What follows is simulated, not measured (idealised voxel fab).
Proc. module: voxel wiring stack
The cross-section on display is named cut; it measures 175 nm wide, and its cells are 5 nm squares.
In this document a cross-section is written as a grid of square cells. It is given as a series of bands, listed from the top down, and a band is one or more rows of cells. What a band's entry tells you: where the top is and where the bottom is, as heights in nm, and after that what lies inside, material by material from left to right, each with its width in nm. Empty space is written as the word "empty", and a single material marked with the word "full width" occupies the band from edge to edge. Heights from 0 (as-received wafer is one material below). Bottom band endless downward, as "0 and below". The expression "30..40" gives the width at the extremes of the band, the first number at its top row of cells and the second at its bottom row, with the width changing by equal amounts from each row to the next in between. "no modification" for a step: no cell of the cross-section changed in that step. Enclosed voids (no open way to top), threshold 8 cells or more, entry "Enclosed void listing", notation width x height at distance, distance from left edge, nm. Post-settings text on a step line: simulator's own remark regarding the step. Each step line may optionally specify "overlay nm", which for a step with a mask gives the rightward distance between the mask's planned place and where it lay, a negative value indicating the leftward direction. What follows is a series of pairs. Each pair shows a cross-section before one process step and the cross-section after it, and the after view is drawn only down to the lowest band that changed. Beneath each pair is the step that lies between the two, with its settings. Pairs may come from different runs of this module on the same starting wafer, so a pair continues from the one above it only where its entry headed "Pre-step geometry" says so.

Pre-step geometry:
> 70 down to 35 = SiO2 full width
> 35 down to 30 = SiCN full width
> 30 down to 15 = lowk 15, then W 30, then lowk 25, then W 30, then lowk 25, then W 30, then lowk 20
> 15 down to 10 = lowk 15, then TiN 30, then lowk 25, then TiN 30, then lowk 25, then TiN 30, then lowk 20
> 10 down to 0 = SiO2 full width
> 0 and below = Si full width
> Enclosed void listing: none

Post-Step Appearance:
> 90 down to 70 = empty 15, then resist 30, then empty 25, then resist 30, then empty 25, then resist 30, then empty 20
> All layers under 70 are left as they were.
> Enclosed void listing: none
Intermediate step for the cross-sections above: PATTERN | tone cover | mask id METAL_2 | material resist | width nm 30 | pitch nm 55 | thk nm 20 | overlay nm 0

Pre-step geometry: cross-section not repeated; it is the one shown after the step in the pair just above.

Post-Step Appearance:
> 90 down to 70 = empty 15, then resist 30, then empty 25, then resist 30, then empty 25, then resist 30, then empty 20
> 70 down to 50 = empty 15, then SiO2 30, then empty 25, then SiO2 30, then empty 25, then SiO2 30, then empty 20
> All layers under 50 are left as they were.
> Enclosed void listing: none
Intermediate step for the cross-sections above: DIRECTIONAL_ETCH | etch materials SiO2 | depth nm 20

Pre-step geometry: cross-section not repeated; it is the one shown after the step in the pair just above.

Post-Step Appearance:
> 70 down to 50 = empty 15, then SiO2 30, then empty 25, then SiO2 30, then empty 25, then SiO2 30, then empty 20
> All layers under 50 are left as they were.
> Enclosed void listing: none
Intermediate step for the cross-sections above: STRIP | etch materials resist

Pre-step geometry: cross-section not repeated; it is the one shown after the step in the pair just above.

Post-Step Appearance:
> 90 down to 70 = resist 15, then empty 15, then resist 40, then empty 15, then resist 40, then empty 15, then resist 35
> 70 down to 50 = resist 15, then SiO2 30, then resist 25, then SiO2 30, then resist 25, then SiO2 30, then resist 20
> All layers under 50 are left as they were.
> Enclosed void listing: none
Intermediate step for the cross-sections above: PATTERN | tone open | mask id METAL_2_HOLES | material resist | width nm 15 | pitch nm 55 | thk nm 20 | overlay nm 0

Pre-step geometry: cross-section not repeated; it is the one shown after the step in the pair just above.

Post-Step Appearance:
> 90 down to 70 = resist 15, then empty 15, then resist 40, then empty 15, then resist 40, then empty 15, then resist 35
> 70 down to 55 = resist 15, then empty 15, then SiO2 15, then resist 25, then empty 15, then SiO2 15, then resist 25, then empty 15, then SiO2 15, then resist 20
> All layers under 55 are left as they were.
> Enclosed void listing: none
Intermediate step for the cross-sections above: DIRECTIONAL_ETCH | etch materials SiO2 | depth nm 15

Pre-step geometry: cross-section not repeated; it is the one shown after the step in the pair just above.

Post-Step Appearance:
> 70 down to 55 = empty 30, then SiO2 15, then empty 40, then SiO2 15, then empty 40, then SiO2 15, then empty 20
> 55 down to 50 = empty 15, then SiO2 30, then empty 25, then SiO2 30, then empty 25, then SiO2 30, then empty 20
> All layers under 50 are left as they were.
> Enclosed void listing: none
Intermediate step for the cross-sections above: STRIP | etch materials resist

Pre-step geometry: cross-section not repeated; it is the one shown after the step in the pair just above.

Post-Step Appearance:
> 75 down to 70 = empty 25, then TiN 25, then empty 30, then TiN 25, then empty 30, then TiN 25, then empty 15
> 70 down to 60 = empty 25, then TiN 5, then SiO2 15, then TiN 5, then empty 30, then TiN 5, then SiO2 15, then TiN 5, then empty 30, then TiN 5, then SiO2 15, then TiN 5, then empty 15
> 60 down to 55 = empty 10, then TiN 20, then SiO2 15, then TiN 5, then empty 15, then TiN 20, then SiO2 15, then TiN 5, then empty 15, then TiN 20, then SiO2 15, then TiN 5, then empty 15
> 55 down to 50 = TiN 15, then SiO2 30, then TiN 25, then SiO2 30, then TiN 25, then SiO2 30, then TiN 20
> All layers under 50 are left as they were.
> Enclosed void listing: none
Intermediate step for the cross-sections above: CONFORMAL_DEP | material TiN | thk nm 5

Pre-step geometry: cross-section not repeated; it is the one shown after the step in the pair just above.

Post-Step Appearance:
> 80 down to 75 = Cu full width
> 75 down to 70 = Cu 25, then TiN 25, then Cu 30, then TiN 25, then Cu 30, then TiN 25, then Cu 15
> 70 down to 60 = Cu 25, then TiN 5, then SiO2 15, then TiN 5, then Cu 30, then TiN 5, then SiO2 15, then TiN 5, then Cu 30, then TiN 5, then SiO2 15, then TiN 5, then Cu 15
> 60 down to 55 = Cu 10, then TiN 20, then SiO2 15, then TiN 5, then Cu 15, then TiN 20, then SiO2 15, then TiN 5, then Cu 15, then TiN 20, then SiO2 15, then TiN 5, then Cu 15
> All layers under 55 are left as they were.
> Enclosed void listing: none
Intermediate step for the cross-sections above: FILL_DEP | material Cu | thk nm 5

Pre-step geometry: cross-section not repeated; it is the one shown after the step in the pair just above.

Post-Step Appearance:
> 70 down to 60 = Cu 25, then TiN 5, then SiO2 15, then TiN 5, then Cu 30, then TiN 5, then SiO2 15, then TiN 5, then Cu 30, then TiN 5, then SiO2 15, then TiN 5, then Cu 15
> All layers under 60 are left as they were.
> Enclosed void listing: none
Intermediate step for the cross-sections above: CMP | height nm 70

Pre-step geometry: cross-section not repeated; it is the one shown after the step in the pair just above.

Post-Step Appearance:
> 75 down to 70 = SiCN full width
> All layers under 70 are left as they were.
> Enclosed void listing: none
Intermediate step for the cross-sections above: CONFORMAL_DEP | material SiCN | thk nm 5
